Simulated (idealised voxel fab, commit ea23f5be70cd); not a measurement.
process module | voxel self aligned contacts
cross-section cut | 205 nm wide | cells 5 nm
A cross-section is a grid of square cells, given in bands from the top down. A band is one or more rows of cells.
Each band's line starts with the height of the band's top and of its bottom, in nm. Then come its materials from left to right, each with its width in nm. One material with "throughout" fills the band from edge to edge. "air" is empty space.
Height 0 is the level under which the wafer as received is all one material. The lowest band goes on downwards, as in "0 down".
A width such as "30 to 40" changes by the same amount from each row of cells to the next, from the band's top row to its bottom row.
"no change" after a step means that no cell of the cross-section changed.
closed voids: empty space of 8 cells or more with no open way to the top, each as width x height at its distance from the left edge, in nm
after a step's settings: what the simulator itself notes on the step
overlay nm, on a step with a mask: how far to the right of its planned place the mask lay; to the left if negative
plan
1 op RECEIVE | material Si
2 op CONFORMAL_DEP | material SiO2 | thk nm 5
3 op DIRECTIONAL_DEP | material polySi | thk nm 25
4 op DIRECTIONAL_DEP | material SiN | thk nm 20
5 op MASKED_ETCH | tone cover | mask id GATE | width nm 25 | pitch nm 60 | etch materials SiN | depth nm 20 | overlay nm 0
6 op MASKED_ETCH | tone cover | mask id GATE | width nm 25 | pitch nm 60 | etch materials polySi | depth nm 25 | overlay nm 0
7 op CONFORMAL_DEP | material SiN | thk nm 10
8 op DIRECTIONAL_ETCH | etch materials SiN | depth nm 10
9 op FILL_DEP | material SiO2 | thk nm 10
10 op CMP | height nm 55
11 op DIRECTIONAL_DEP | material aC | thk nm 10
12 op PATTERN | tone open | mask id CONTACT | material resist | width nm 45 | pitch nm 60 | thk nm 30 | overlay nm 0
13 op DIRECTIONAL_ETCH | etch materials aC | depth nm 10
14 op STRIP | etch materials resist
15 op DIRECTIONAL_ETCH | etch materials SiO2 | depth nm 55
16 op STRIP | etch materials aC
17 op CONFORMAL_DEP | material TiN | thk nm 5
18 op FILL_DEP | material Ru | thk nm 5
19 op CMP | height nm 55
20 op CONFORMAL_DEP | material SiN | thk nm 5
first wafer, as planned
as received, after step 1
  0 down: Si throughout
  closed voids: none
after step 2
  5 to 0: SiO2 throughout
  below 0: unchanged
after step 3
  30 to 5: polySi throughout
  below 5: unchanged
after step 4
  50 to 30: SiN throughout
  below 30: unchanged
after step 5
  50 to 30: air 30 | SiN 25 | air 35 | SiN 25 | air 35 | SiN 25 | air 30
  below 30: unchanged
after step 6
  50 to 30: air 30 | SiN 25 | air 35 | SiN 25 | air 35 | SiN 25 | air 30
  30 to 5: air 30 | polySi 25 | air 35 | polySi 25 | air 35 | polySi 25 | air 30
  below 5: unchanged
after step 7
  60 to 30: air 20 | SiN 45 | air 15 | SiN 45 | air 15 | SiN 45 | air 20
  30 to 15: air 20 | SiN 10 | polySi 25 | SiN 10 | air 15 | SiN 10 | polySi 25 | SiN 10 | air 15 | SiN 10 | polySi 25 | SiN 10 | air 20
  15 to 5: SiN 30 | polySi 25 | SiN 35 | polySi 25 | SiN 35 | polySi 25 | SiN 30
  below 5: unchanged
after step 8
  50 to 30: air 20 | SiN 45 | air 15 | SiN 45 | air 15 | SiN 45 | air 20
  30 to 5: air 20 | SiN 10 | polySi 25 | SiN 10 | air 15 | SiN 10 | polySi 25 | SiN 10 | air 15 | SiN 10 | polySi 25 | SiN 10 | air 20
  below 5: unchanged
after step 9
  60 to 50: SiO2 throughout
  50 to 30: SiO2 20 | SiN 45 | SiO2 15 | SiN 45 | SiO2 15 | SiN 45 | SiO2 20
  30 to 5: SiO2 20 | SiN 10 | polySi 25 | SiN 10 | SiO2 15 | SiN 10 | polySi 25 | SiN 10 | SiO2 15 | SiN 10 | polySi 25 | SiN 10 | SiO2 20
  below 5: unchanged
after step 10
  55 to 50: SiO2 throughout
  below 50: unchanged
after step 11
  65 to 55: aC throughout
  below 55: unchanged
after step 12
  95 to 65: resist 50 | air 45 | resist 15 | air 45 | resist 50
  below 65: unchanged
after step 13
  85 to 65: resist 50 | air 45 | resist 15 | air 45 | resist 50
  65 to 55: aC 50 | air 45 | aC 15 | air 45 | aC 50
  below 55: unchanged
after step 14
  65 to 55: aC 50 | air 45 | aC 15 | air 45 | aC 50
  below 55: unchanged
after step 15
  65 to 55: aC 50 | air 45 | aC 15 | air 45 | aC 50
  55 to 50: SiO2 50 | air 45 | SiO2 15 | air 45 | SiO2 50
  50 to 30: SiO2 20 | SiN 45 | air 15 | SiN 45 | air 15 | SiN 45 | SiO2 20
  30 to 5: SiO2 20 | SiN 10 | polySi 25 | SiN 10 | air 15 | SiN 10 | polySi 25 | SiN 10 | air 15 | SiN 10 | polySi 25 | SiN 10 | SiO2 20
  5 to 0: SiO2 65 | air 15 | SiO2 45 | air 15 | SiO2 65
  below 0: unchanged
after step 16
  55 to 50: SiO2 50 | air 45 | SiO2 15 | air 45 | SiO2 50
  below 50: unchanged
after step 17
  60 to 55: TiN 55 | air 35 | TiN 25 | air 35 | TiN 55
  55 to 50: SiO2 50 | TiN 20 | air 5 | TiN 20 | SiO2 15 | TiN 20 | air 5 | TiN 20 | SiO2 50
  50 to 30: SiO2 20 | SiN 45 | TiN 5 | air 5 | TiN 5 | SiN 45 | TiN 5 | air 5 | TiN 5 | SiN 45 | SiO2 20
  30 to 5: SiO2 20 | SiN 10 | polySi 25 | SiN 10 | TiN 5 | air 5 | TiN 5 | SiN 10 | polySi 25 | SiN 10 | TiN 5 | air 5 | TiN 5 | SiN 10 | polySi 25 | SiN 10 | SiO2 20
  5 to 0: SiO2 65 | TiN 15 | SiO2 45 | TiN 15 | SiO2 65
  below 0: unchanged
after step 18
  65 to 60: Ru throughout
  60 to 55: TiN 55 | Ru 35 | TiN 25 | Ru 35 | TiN 55
  55 to 50: SiO2 50 | TiN 20 | Ru 5 | TiN 20 | SiO2 15 | TiN 20 | Ru 5 | TiN 20 | SiO2 50
  50 to 30: SiO2 20 | SiN 45 | TiN 5 | Ru 5 | TiN 5 | SiN 45 | TiN 5 | Ru 5 | TiN 5 | SiN 45 | SiO2 20
  30 to 5: SiO2 20 | SiN 10 | polySi 25 | SiN 10 | TiN 5 | Ru 5 | TiN 5 | SiN 10 | polySi 25 | SiN 10 | TiN 5 | Ru 5 | TiN 5 | SiN 10 | polySi 25 | SiN 10 | SiO2 20
  below 5: unchanged
after step 19
  55 to 50: SiO2 50 | TiN 20 | Ru 5 | TiN 20 | SiO2 15 | TiN 20 | Ru 5 | TiN 20 | SiO2 50
  below 50: unchanged
after step 20
  60 to 55: SiN throughout
  below 55: unchanged
second wafer: like start, like plan, one mistake. Through step 3 it matches the first wafer
when step 4 should have ended
  70 to 30: SiN throughout
  below 30: unchanged
when step 5 should have ended
  70 to 50: air 30 | SiN 25 | air 35 | SiN 25 | air 35 | SiN 25 | air 30
  below 50: unchanged
when step 6 should have ended: no change
when step 7 should have ended
  80 to 60: air 20 | SiN 45 | air 15 | SiN 45 | air 15 | SiN 45 | air 20
  60 to 30: SiN throughout
  below 30: unchanged
when step 8 should have ended
  70 to 50: air 20 | SiN 45 | air 15 | SiN 45 | air 15 | SiN 45 | air 20
  below 50: unchanged
when step 9 should have ended
  80 to 70: SiO2 throughout
  70 to 50: SiO2 20 | SiN 45 | SiO2 15 | SiN 45 | SiO2 15 | SiN 45 | SiO2 20
  below 50: unchanged
when step 10 should have ended
  55 to 50: SiO2 20 | SiN 45 | SiO2 15 | SiN 45 | SiO2 15 | SiN 45 | SiO2 20
  below 50: unchanged
when step 11 should have ended
  65 to 55: aC throughout
  below 55: unchanged
when step 12 should have ended
  95 to 65: resist 50 | air 45 | resist 15 | air 45 | resist 50
  below 65: unchanged
when step 13 should have ended
  85 to 65: resist 50 | air 45 | resist 15 | air 45 | resist 50
  65 to 55: aC 50 | air 45 | aC 15 | air 45 | aC 50
  below 55: unchanged
when step 14 should have ended
  65 to 55: aC 50 | air 45 | aC 15 | air 45 | aC 50
  below 55: unchanged
when step 15 should have ended
  65 to 55: aC 50 | air 45 | aC 15 | air 45 | aC 50
  55 to 50: SiO2 20 | SiN 45 | air 15 | SiN 45 | air 15 | SiN 45 | SiO2 20
  below 50: unchanged
when step 16 should have ended
  55 to 50: SiO2 20 | SiN 45 | air 15 | SiN 45 | air 15 | SiN 45 | SiO2 20
  below 50: unchanged
when step 17 should have ended
  60 to 55: TiN 70 | air 5 | TiN 55 | air 5 | TiN 70
  55 to 50: SiO2 20 | SiN 45 | TiN 15 | SiN 45 | TiN 15 | SiN 45 | SiO2 20
  below 50: unchanged
when step 18 should have ended
  65 to 60: Ru throughout
  60 to 55: TiN 70 | Ru 5 | TiN 55 | Ru 5 | TiN 70
  below 55: unchanged
when step 19 should have ended
  55 to 50: SiO2 20 | SiN 45 | TiN 15 | SiN 45 | TiN 15 | SiN 45 | SiO2 20
  below 50: unchanged
when step 20 should have ended
  60 to 55: SiN throughout
  below 55: unchanged
what went wrong: step 4 was run twice
at the end the second wafer has, in cells: 20 fewer of Ru | 23 more of SiN | 81 fewer of SiO2 | 52 fewer of TiN | 130 more of polySi
